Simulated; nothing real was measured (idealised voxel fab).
The name of this process module is voxel self aligned vias.
cross-section cut | 180 nm wide | cells 5 nm
In this document a cross-section is written as a grid of square cells. It is given as a series of bands, listed from the top down, and a band is one or more rows of cells. It is stipulated that each band's entry specify, in nanometres, the height of the top of the band and then that of its bottom, followed by the materials of the band in left-to-right sequence, each together with its width in nanometres. A single material marked by the word "full width" is understood to fill the band from edge to edge; the word "air" is understood to denote empty space. Basically, 0 is our baseline, since under it the wafer straight out of the box is all one material. The bottom band has no lower end and keeps on going down, so it looks like "0 -> down". With a width like "30 to 40", each row of cells in the band differs from the next by the same amount, the top row carrying the first number and the bottom row the second. Where a step carries "identical to before", the cross-section came out of it unchanged, cell for cell. Heads up: "Entrapped void list" only lists the empty pockets with no open path to the top that are 8 cells or more, and it writes them as width x height at distance, distance from the left edge, in nm. Anything after a step's settings on that line? It's the simulator's own note about the step. overlay nm, on a step with a mask: how far to the right of its planned place the mask lay; to the left if negative. Before/after cross-section pairs, one process step each; after shown to lowest changed band; step and settings beneath. Pairs may be from different runs of this module on the same starting wafer; a pair continues from the one above only where its "Pre-step" entry says so.

-- Pre-step
> 40 -> 35 | TiN=50, then air=15, then TiN=50, then air=15, then TiN=50
> 35 -> 20 | lowk=45, then TiN=5, then air=15, then TiN=5, then lowk=40, then TiN=5, then air=15, then TiN=5, then lowk=45
> 20 -> 15 | lowk=45, then TiN=25, then lowk=40, then TiN=25, then lowk=45
> 15 -> 10 | SiCN full width
> 10 -> 0 | W full width
> 0 -> down | Si full width
> Entrapped void list: none

-- Sectional Result
> 45 -> 40 | W full width
> 40 -> 35 | TiN=50, then W=15, then TiN=50, then W=15, then TiN=50
> 35 -> 20 | lowk=45, then TiN=5, then W=15, then TiN=5, then lowk=40, then TiN=5, then W=15, then TiN=5, then lowk=45
> Unchanged below 20.
> Entrapped void list: none
The process step separating the two cross-sections depicted above is as follows: FILL_DEP (material W; thk nm 5)

Pre-step: the state before this step is the cross-section shown after the step in the pair just above.

-- Sectional Result
> 35 -> 20 | lowk=45, then TiN=5, then W=15, then TiN=5, then lowk=40, then TiN=5, then W=15, then TiN=5, then lowk=45
> Unchanged below 20.
> Entrapped void list: none
The process step separating the two cross-sections depicted above is as follows: CMP (height nm 35)

Pre-step: the state before this step is the cross-section shown after the step in the pair just above.

-- Sectional Result
> 35 -> 25 | lowk=45, then air=25, then lowk=40, then air=25, then lowk=45
> Unchanged below 25.
> Entrapped void list: none
The process step separating the two cross-sections depicted above is as follows: SELECTIVE_ETCH (etch materials W Ru TiN; depth nm 10)

Pre-step: the state before this step is the cross-section shown after the step in the pair just above.

-- Sectional Result
> 40 -> 35 | SiN full width
> 35 -> 25 | lowk=45, then SiN=25, then lowk=40, then SiN=25, then lowk=45
> Unchanged below 25.
> Entrapped void list: none
The process step separating the two cross-sections depicted above is as follows: FILL_DEP (material SiN; thk nm 5)

Pre-step: the state before this step is the cross-section shown after the step in the pair just above.

-- Sectional Result
> 35 -> 25 | lowk=45, then SiN=25, then lowk=40, then SiN=25, then lowk=45
> Unchanged below 25.
> Entrapped void list: none
The process step separating the two cross-sections depicted above is as follows: CMP (height nm 35)

Pre-step: the state before this step is the cross-section shown after the step in the pair just above.

-- Sectional Result
> 50 -> 35 | lowk full width
> Unchanged below 35.
> Entrapped void list: none
The process step separating the two cross-sections depicted above is as follows: DIRECTIONAL_DEP (material lowk; thk nm 15)

Pre-step: the state before this step is the cross-section shown after the step in the pair just above.

-- Sectional Result
> 50 -> 35 | lowk=40, then air=35, then lowk=105
> Unchanged below 35.
> Entrapped void list: none
The process step separating the two cross-sections depicted above is as follows: MASKED_ETCH (tone open; mask id VIAS; width nm 35; etch materials lowk; depth nm 15; overlay nm 0)

Pre-step: the state before this step is the cross-section shown after the step in the pair just above.

-- Sectional Result
> 50 -> 35 | lowk=40, then air=35, then lowk=105
> 35 -> 25 | lowk=45, then air=25, then lowk=40, then SiN=25, then lowk=45
> Unchanged below 25.
> Entrapped void list: none
The process step separating the two cross-sections depicted above is as follows: MASKED_ETCH (tone open; mask id VIAS; width nm 35; etch materials SiN; depth nm 10; overlay nm 0)

Pre-step: the state before this step is the cross-section shown after the step in the pair just above.

-- Sectional Result
> 55 -> 50 | TiN=45, then air=25, then TiN=110
> 50 -> 40 | lowk=40, then TiN=5, then air=25, then TiN=5, then lowk=105
> 40 -> 35 | lowk=40, then TiN=10, then air=15, then TiN=10, then lowk=105
> 35 -> 30 | lowk=45, then TiN=5, then air=15, then TiN=5, then lowk=40, then SiN=25, then lowk=45
> 30 -> 25 | lowk=45, then TiN=25, then lowk=40, then SiN=25, then lowk=45
> Unchanged below 25.
> Entrapped void list: none
The process step separating the two cross-sections depicted above is as follows: CONFORMAL_DEP (material TiN; thk nm 5)

Pre-step: the state before this step is the cross-section shown after the step in the pair just above.

-- Sectional Result
> 60 -> 55 | W full width
> 55 -> 50 | TiN=45, then W=25, then TiN=110
> 50 -> 40 | lowk=40, then TiN=5, then W=25, then TiN=5, then lowk=105
> 40 -> 35 | lowk=40, then TiN=10, then W=15, then TiN=10, then lowk=105
> 35 -> 30 | lowk=45, then TiN=5, then W=15, then TiN=5, then lowk=40, then SiN=25, then lowk=45
> Unchanged below 30.
> Entrapped void list: none
The process step separating the two cross-sections depicted above is as follows: FILL_DEP (material W; thk nm 5)

Pre-step: the state before this step is the cross-section shown after the step in the pair just above.

-- Sectional Result
> 50 -> 40 | lowk=40, then TiN=5, then W=25, then TiN=5, then lowk=105
> Unchanged below 40.
> Entrapped void list: none
The process step separating the two cross-sections depicted above is as follows: CMP (height nm 50)

Pre-step: the state before this step is the cross-section shown after the step in the pair just above.

-- Sectional Result
> 55 -> 50 | SiN full width
> Unchanged below 50.
> Entrapped void list: none
The process step separating the two cross-sections depicted above is as follows: CONFORMAL_DEP (material SiN; thk nm 5)

-- Pre-step
> 50 -> 35 | lowk full width
> 35 -> 25 | lowk=45, then SiN=25, then lowk=40, then SiN=25, then lowk=45
> 25 -> 20 | lowk=45, then TiN=5, then W=15, then TiN=5, then lowk=40, then TiN=5, then W=15, then TiN=5, then lowk=45
> 20 -> 15 | lowk=45, then TiN=25, then lowk=40, then TiN=25, then lowk=45
> 15 -> 10 | SiCN full width
> 10 -> 0 | SiO2 full width
> 0 -> down | Si full width
> Entrapped void list: none

-- Sectional Result
> 50 -> 35 | air=40, then lowk=35, then air=105
> Unchanged below 35.
> Entrapped void list: none
The process step separating the two cross-sections depicted above is as follows: MASKED_ETCH (tone cover; mask id VIAS; width nm 35; etch materials lowk; depth nm 15; overlay nm 0)

Pre-step: the state before this step is the cross-section shown after the step in the pair just above.

-- Sectional Result
> 55 -> 50 | air=35, then TiN=45, then air=100
> 50 -> 40 | air=35, then TiN=5, then lowk=35, then TiN=5, then air=100
> 40 -> 35 | TiN=40, then lowk=35, then TiN=105
> Unchanged below 35.
> Entrapped void list: none
The process step separating the two cross-sections depicted above is as follows: CONFORMAL_DEP (material TiN; thk nm 5)

Pre-step: the state before this step is the cross-section shown after the step in the pair just above.

-- Sectional Result
> 60 -> 55 | W full width
> 55 -> 50 | W=35, then TiN=45, then W=100
> 50 -> 40 | W=35, then TiN=5, then lowk=35, then TiN=5, then W=100
> Unchanged below 40.
> Entrapped void list: none
The process step separating the two cross-sections depicted above is as follows: FILL_DEP (material W; thk nm 5)

Pre-step: the state before this step is the cross-section shown after the step in the pair just above.

-- Sectional Result
> 50 -> 40 | W=35, then TiN=5, then lowk=35, then TiN=5, then W=100
> Unchanged below 40.
> Entrapped void list: none
The process step separating the two cross-sections depicted above is as follows: CMP (height nm 50)

Pre-step: the state before this step is the cross-section shown after the step in the pair just above.

-- Sectional Result
> 55 -> 50 | SiN full width
> Unchanged below 50.
> Entrapped void list: none
The process step separating the two cross-sections depicted above is as follows: CONFORMAL_DEP (material SiN; thk nm 5)
